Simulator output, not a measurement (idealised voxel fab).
process module | voxel self aligned contacts
cross-section cut | 195 nm wide | cells 5 nm
A cross-section is a grid of square cells, given in bands from the top down. A band is one or more rows of cells.
Each band's line starts with the height of the band's top and of its bottom, in nm. Then come its materials from left to right, each with its width in nm. One material with "throughout" fills the band from edge to edge. "air" is empty space.
Height 0 is the level under which the wafer as received is all one material. The lowest band goes on downwards, as in "0 down".
A width such as "30 to 40" changes by the same amount from each row of cells to the next, from the band's top row to its bottom row.
"no change" after a step means that no cell of the cross-section changed.
closed voids: empty space of 8 cells or more with no open way to the top, each as width x height at its distance from the left edge, in nm
after a step's settings: what the simulator itself notes on the step
overlay nm, on a step with a mask: how far to the right of its planned place the mask lay; to the left if negative
plan
1 op RECEIVE | material Si
2 op CONFORMAL_DEP | material SiO2 | thk nm 5
3 op DIRECTIONAL_DEP | material polySi | thk nm 20
4 op DIRECTIONAL_DEP | material SiN | thk nm 15
5 op PATTERN | tone cover | mask id GATE | material resist | width nm 30 | pitch nm 65 | thk nm 15 | overlay nm 0
6 op DIRECTIONAL_ETCH | etch materials SiN | depth nm 15
7 op DIRECTIONAL_ETCH | etch materials polySi | depth nm 20
8 op STRIP | etch materials resist
9 op CONFORMAL_DEP | material SiN | thk nm 5
10 op DIRECTIONAL_ETCH | etch materials SiN | depth nm 5
11 op FILL_DEP | material SiO2 | thk nm 15
12 op CMP | height nm 50
13 op PATTERN | tone open | mask id CONTACT | material resist | width nm 45 | thk nm 20 | overlay nm 0
14 op DIRECTIONAL_ETCH | etch materials SiO2 | depth nm 50
15 op STRIP | etch materials resist
16 op CONFORMAL_DEP | material TiN | thk nm 5
17 op FILL_DEP | material Ru | thk nm 5
18 op CMP | height nm 50
19 op CONFORMAL_DEP | material SiCN | thk nm 5
first wafer, as planned
as received, after step 1
  0 down: Si throughout
  closed voids: none
after step 2
  5 to 0: SiO2 throughout
  below 0: unchanged
after step 3
  25 to 5: polySi throughout
  below 5: unchanged
after step 4
  40 to 25: SiN throughout
  below 25: unchanged
after step 5
  55 to 40: air 50 | resist 30 | air 35 | resist 30 | air 50
  below 40: unchanged
after step 6
  55 to 40: air 50 | resist 30 | air 35 | resist 30 | air 50
  40 to 25: air 50 | SiN 30 | air 35 | SiN 30 | air 50
  below 25: unchanged
after step 7
  55 to 40: air 50 | resist 30 | air 35 | resist 30 | air 50
  40 to 25: air 50 | SiN 30 | air 35 | SiN 30 | air 50
  25 to 5: air 50 | polySi 30 | air 35 | polySi 30 | air 50
  below 5: unchanged
after step 8
  40 to 25: air 50 | SiN 30 | air 35 | SiN 30 | air 50
  below 25: unchanged
after step 9
  45 to 25: air 45 | SiN 40 | air 25 | SiN 40 | air 45
  25 to 10: air 45 | SiN 5 | polySi 30 | SiN 5 | air 25 | SiN 5 | polySi 30 | SiN 5 | air 45
  10 to 5: SiN 50 | polySi 30 | SiN 35 | polySi 30 | SiN 50
  below 5: unchanged
after step 10
  40 to 25: air 45 | SiN 40 | air 25 | SiN 40 | air 45
  25 to 5: air 45 | SiN 5 | polySi 30 | SiN 5 | air 25 | SiN 5 | polySi 30 | SiN 5 | air 45
  below 5: unchanged
after step 11
  55 to 40: SiO2 throughout
  40 to 25: SiO2 45 | SiN 40 | SiO2 25 | SiN 40 | SiO2 45
  25 to 5: SiO2 45 | SiN 5 | polySi 30 | SiN 5 | SiO2 25 | SiN 5 | polySi 30 | SiN 5 | SiO2 45
  below 5: unchanged
after step 12
  50 to 40: SiO2 throughout
  below 40: unchanged
after step 13
  70 to 50: resist 75 | air 45 | resist 75
  below 50: unchanged
after step 14
  70 to 50: resist 75 | air 45 | resist 75
  50 to 40: SiO2 75 | air 45 | SiO2 75
  40 to 25: SiO2 45 | SiN 40 | air 25 | SiN 40 | SiO2 45
  25 to 5: SiO2 45 | SiN 5 | polySi 30 | SiN 5 | air 25 | SiN 5 | polySi 30 | SiN 5 | SiO2 45
  5 to 0: SiO2 85 | air 25 | SiO2 85
  below 0: unchanged
after step 15
  50 to 40: SiO2 75 | air 45 | SiO2 75
  below 40: unchanged
after step 16
  55 to 50: TiN 80 | air 35 | TiN 80
  50 to 40: SiO2 75 | TiN 5 to 15 | air 35 to 15 | TiN 5 to 15 | SiO2 75
  40 to 25: SiO2 45 | SiN 40 | TiN 5 | air 15 | TiN 5 | SiN 40 | SiO2 45
  25 to 5: SiO2 45 | SiN 5 | polySi 30 | SiN 5 | TiN 5 | air 15 | TiN 5 | SiN 5 | polySi 30 | SiN 5 | SiO2 45
  5 to 0: SiO2 85 | TiN 25 | SiO2 85
  below 0: unchanged
after step 17
  60 to 55: Ru throughout
  55 to 50: TiN 80 | Ru 35 | TiN 80
  50 to 40: SiO2 75 | TiN 5 to 15 | Ru 35 to 15 | TiN 5 to 15 | SiO2 75
  40 to 25: SiO2 45 | SiN 40 | TiN 5 | Ru 15 | TiN 5 | SiN 40 | SiO2 45
  25 to 5: SiO2 45 | SiN 5 | polySi 30 | SiN 5 | TiN 5 | Ru 15 | TiN 5 | SiN 5 | polySi 30 | SiN 5 | SiO2 45
  below 5: unchanged
after step 18
  50 to 40: SiO2 75 | TiN 5 to 15 | Ru 35 to 15 | TiN 5 to 15 | SiO2 75
  below 40: unchanged
after step 19
  55 to 50: SiCN throughout
  below 50: unchanged
second wafer: like start, like plan, one mistake. Through step 12 it matches the first wafer
when step 13 should have ended
  70 to 50: air 75 | resist 45 | air 75
  below 50: unchanged
when step 14 should have ended
  70 to 50: air 75 | resist 45 | air 75
  50 to 40: air 75 | SiO2 45 | air 75
  40 to 25: air 45 | SiN 40 | SiO2 25 | SiN 40 | air 45
  25 to 5: air 45 | SiN 5 | polySi 30 | SiN 5 | SiO2 25 | SiN 5 | polySi 30 | SiN 5 | air 45
  5 to 0: air 45 | SiO2 105 | air 45
  below 0: unchanged
when step 15 should have ended
  50 to 40: air 75 | SiO2 45 | air 75
  below 40: unchanged
when step 16 should have ended
  55 to 50: air 70 | TiN 55 | air 70
  50 to 40: air 70 to 40 | TiN 5 to 35 | SiO2 45 | TiN 5 to 35 | air 70 to 40
  40 to 25: air 40 | TiN 5 | SiN 40 | SiO2 25 | SiN 40 | TiN 5 | air 40
  25 to 5: air 40 | TiN 5 | SiN 5 | polySi 30 | SiN 5 | SiO2 25 | SiN 5 | polySi 30 | SiN 5 | TiN 5 | air 40
  5 to 0: TiN 45 | SiO2 105 | TiN 45
  below 0: unchanged
when step 17 should have ended
  60 to 55: Ru throughout
  55 to 50: Ru 70 | TiN 55 | Ru 70
  50 to 40: Ru 70 to 40 | TiN 5 to 35 | SiO2 45 | TiN 5 to 35 | Ru 70 to 40
  40 to 25: Ru 40 | TiN 5 | SiN 40 | SiO2 25 | SiN 40 | TiN 5 | Ru 40
  25 to 5: Ru 40 | TiN 5 | SiN 5 | polySi 30 | SiN 5 | SiO2 25 | SiN 5 | polySi 30 | SiN 5 | TiN 5 | Ru 40
  below 5: unchanged
when step 18 should have ended
  50 to 40: Ru 70 to 40 | TiN 5 to 35 | SiO2 45 | TiN 5 to 35 | Ru 70 to 40
  below 40: unchanged
when step 19 should have ended
  55 to 50: SiCN throughout
  below 50: unchanged
what went wrong: step 13 ran as: op PATTERN | tone cover | mask id CONTACT | material resist | width nm 45 | thk nm 20 | overlay nm 0
at the end the second wafer has, in cells: 125 more of Ru | 146 fewer of SiO2 | 21 more of TiN
